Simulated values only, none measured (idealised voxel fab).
Process module, titled voxel trench capacitor
The width of the displayed cross-section, cut, is 175 nm; its cells are square, with a size of 5 nm.
Cross-section = grid of square cells, listed top down in bands; band = one or more rows. Read a band's entry like this: the first values are the height of its top and the height of its bottom in nm, and what follows is the sequence of materials from left to right, each with its width in nm. Note that "empty" is empty space, and that a single material marked "full width" reaches across the band from edge to edge. The level at which height equals 0 is the one under which the wafer, as it arrives, is entirely one material. No lower edge exists for the bottom band, which continues downward and is notated as in "top 0, no bottom". The two numbers in a width such as "30 to 40" mark its ends across the band: the first belongs to the top row of cells, the second to the bottom row, and from each row to the next the width moves by the same amount. For the purposes of this document, the phrase "same as before" attached to a step denotes that no cell within the cross-section was modified by that step. Closed-off voids of 8+ cells (no open route to the top) go in "Sealed voids", written width x height at distance from the left edge, in nm. Where a step's line continues beyond its settings, the continuation is a remark by the simulator itself on that step. Regarding "overlay nm": on a step with a mask, it is the distance the mask lay to the right of its planned place; a negative value places it to the left.

Planned step list for the process:
step 1: op RECEIVE | material Si
step 2: op CONFORMAL_DEP | material SiN | thk nm 10
step 3: op DIRECTIONAL_DEP | material aC | thk nm 15
step 4: op PATTERN | tone open | mask id TRENCH | material resist | width nm 25 | pitch nm 55 | thk nm 35 | overlay nm 0
step 5: op DIRECTIONAL_ETCH | etch materials aC | depth nm 15
step 6: op STRIP | etch materials resist
step 7: op DIRECTIONAL_ETCH | etch materials SiN | depth nm 10
step 8: op DIRECTIONAL_ETCH | etch materials Si | depth nm 25
step 9: op STRIP | etch materials aC
step 10: op CONFORMAL_DEP | material Al2O3 | thk nm 5
step 11: op CONFORMAL_DEP | material TiN | thk nm 5
step 12: op FILL_DEP | material W | thk nm 10
step 13: op CMP | height nm 10

Cross-section: wafer on arrival = after step 1:
	top 0, no bottom | Si full width
	Sealed voids: none

The module was run from the start shown above using the plan shown above, but one mistake was made doing it; the resulting wafer cross-section is below:
	top 10, bottom 0 | 45 nm SiN  5 nm Al2O3  5 nm TiN  10 nm W  5 nm TiN  5 nm Al2O3  25 nm SiN  5 nm Al2O3  5 nm TiN  10 nm W  5 nm TiN  5 nm Al2O3  45 nm SiN
	top 0, bottom -15 | 45 nm Si  5 nm Al2O3  5 nm TiN  10 nm W  5 nm TiN  5 nm Al2O3  25 nm Si  5 nm Al2O3  5 nm TiN  10 nm W  5 nm TiN  5 nm Al2O3  45 nm Si
	top -15, bottom -20 | 45 nm Si  5 nm Al2O3  20 nm TiN  5 nm Al2O3  25 nm Si  5 nm Al2O3  20 nm TiN  5 nm Al2O3  45 nm Si
	top -20, bottom -25 | 45 nm Si  30 nm Al2O3  25 nm Si  30 nm Al2O3  45 nm Si
	top -25, no bottom | Si full width
	Sealed voids: none
Heads up, the wafer didn't run the way we planned it: for step 4, the planned setting was not used; the step was instead run as op PATTERN | tone open | mask id TRENCH | material resist | width nm 30 | pitch nm 55 | thk nm 35 | overlay nm 0
